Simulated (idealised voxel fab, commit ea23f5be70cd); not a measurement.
This section sets out a process module, namely voxel wiring stack.
Each square cell in cross-section cut measures 5 nm, and the section as a whole is 150 nm wide.
Square cells in a grid make up a cross-section in this document, and the grid is given as bands, listed from the top down, each one or more rows of cells. Heights first: top, then bottom, in nm. Then materials, left to right, each with a width in nm. "throughout" on a single material: fills the band edge to edge. "empty": empty space. Heights are reckoned from 0. Under this level, the received wafer is all of one material. The bottommost band is open-ended downward, for example "0 -> down". So if you see something like "30->40" for the width, read it as the top row of the band sitting at the first number and the bottom row at the second, with every row in between moving by the same amount as the last. The cross-section has no changed cell in any step marked "remained unchanged". Entry "Voids, enclosed". Content: empty spaces with no open connection to the top, size 8 cells or greater. Each: width x height at distance. Distance: from left edge. Unit: nm. Post-settings text on a step line: simulator's own remark regarding the step. If you see "overlay nm" on a step's line and that step has a mask, it's telling you how far right of where it was planned the mask ended up; a negative number means it went left instead.
plan
1) RECEIVE | material Si
2) CONFORMAL_DEP | material SiO2 | thk nm 15
3) DIRECTIONAL_DEP | material TiN | thk nm 5
4) DIRECTIONAL_DEP | material Ru | thk nm 15
5) MASKED_ETCH | tone cover | mask id METAL_1 | width nm 25 | pitch nm 45 | etch materials Ru | depth nm 15 | overlay nm 0
6) MASKED_ETCH | tone cover | mask id METAL_1 | width nm 25 | pitch nm 45 | etch materials TiN | depth nm 5 | overlay nm 0
7) CONFORMAL_DEP | material SiN | thk nm 5
8) FILL_DEP | material lowk | thk nm 5
9) CMP | height nm 35
10) CONFORMAL_DEP | material SiCN | thk nm 5
11) DIRECTIONAL_DEP | material SiO2 | thk nm 15
12) MASKED_ETCH | tone open | mask id PLUG_1 | width nm 15 | pitch nm 90 | etch materials SiO2 | depth nm 15 | overlay nm 0
13) MASKED_ETCH | tone open | mask id PLUG_1 | width nm 15 | pitch nm 90 | etch materials SiCN | depth nm 5 | overlay nm 0
14) CONFORMAL_DEP | material TiN | thk nm 5
15) FILL_DEP | material Cu | thk nm 10
16) CMP | height nm 55
17) CONFORMAL_DEP | material SiCN | thk nm 5
18) DIRECTIONAL_DEP | material lowk | thk nm 15
19) DIRECTIONAL_DEP | material aC | thk nm 15
20) PATTERN | tone open | mask id METAL_2 | material resist | width nm 25 | pitch nm 45 | thk nm 30 | overlay nm 0
21) DIRECTIONAL_ETCH | etch materials aC | depth nm 15
22) STRIP | etch materials resist
23) DIRECTIONAL_ETCH | etch materials lowk | depth nm 15
24) DIRECTIONAL_ETCH | etch materials SiCN | depth nm 5
25) STRIP | etch materials aC
26) CONFORMAL_DEP | material TiN | thk nm 5
27) FILL_DEP | material Ru | thk nm 10
28) CMP | height nm 75
29) CONFORMAL_DEP | material SiCN | thk nm 5
30) DIRECTIONAL_DEP | material SiO2 | thk nm 35
31) MASKED_ETCH | tone open | mask id METAL_3_HOLES | width nm 15 | pitch nm 45 | etch materials SiO2 | depth nm 35 | overlay nm 0
32) PATTERN | tone open | mask id METAL_3 | material resist | width nm 25 | pitch nm 45 | thk nm 15 | overlay nm 0
33) DIRECTIONAL_ETCH | etch materials SiO2 | depth nm 20
34) DIRECTIONAL_ETCH | etch materials SiCN | depth nm 5
35) STRIP | etch materials resist
36) CONFORMAL_DEP | material TiN | thk nm 5
37) FILL_DEP | material Cu | thk nm 5
38) CMP | height nm 115
39) CONFORMAL_DEP | material SiN | thk nm 5
Cross-section: wafer on arrival = after step 1
  0 -> down: Si throughout
  Voids, enclosed: none
Wafer cross-section at end of module: start and plan as shown above, one execution error
  120 -> 115: SiN throughout
  115 -> 100: SiO2: 15  TiN: 5  Cu: 15  TiN: 5  SiO2: 20  TiN: 5  Cu: 15  TiN: 5  SiO2: 20  TiN: 5  Cu: 15  TiN: 5  SiO2: 20
  100 -> 95: SiO2: 15  TiN: 10  Cu: 5  TiN: 10  SiO2: 20  TiN: 10  Cu: 5  TiN: 10  SiO2: 20  TiN: 10  Cu: 5  TiN: 10  SiO2: 20
  95 -> 80: SiO2: 20  TiN: 5  Cu: 5  TiN: 5  SiO2: 30  TiN: 5  Cu: 5  TiN: 5  SiO2: 30  TiN: 5  Cu: 5  TiN: 5  SiO2: 25
  80 -> 75: SiCN: 20  TiN: 15  SiCN: 30  TiN: 15  SiCN: 30  TiN: 15  SiCN: 25
  75 -> 60: lowk: 15  TiN: 5  Ru: 15  TiN: 5  lowk: 20  TiN: 5  Ru: 15  TiN: 5  lowk: 20  TiN: 5  Ru: 15  TiN: 5  lowk: 20
  60 -> 55: SiCN: 15  TiN: 25  SiCN: 20  TiN: 25  SiCN: 20  TiN: 25  SiCN: 20
  55 -> 40: SiO2: 15  TiN: 5  Cu: 5  TiN: 5  SiO2: 75  TiN: 5  Cu: 5  TiN: 5  SiO2: 30
  40 -> 35: SiCN: 15  TiN: 15  SiCN: 75  TiN: 15  SiCN: 30
  35 -> 20: lowk: 10  SiN: 5  Ru: 25  SiN: 5  lowk: 10  SiN: 5  Ru: 25  SiN: 5  lowk: 10  SiN: 5  Ru: 25  SiN: 5  lowk: 15
  20 -> 15: SiN: 15  TiN: 25  SiN: 20  TiN: 25  SiN: 20  TiN: 25  SiN: 20
  15 -> 0: SiO2 throughout
  0 -> down: Si throughout
  Voids, enclosed: none
Plan not followed: it should be noted that step 31 was executed with settings other than those planned, the operation and settings actually applied being MASKED_ETCH | tone open | mask id METAL_3_HOLES | width nm 15 | pitch nm 45 | etch materials SiO2 | depth nm 35 | overlay nm 5
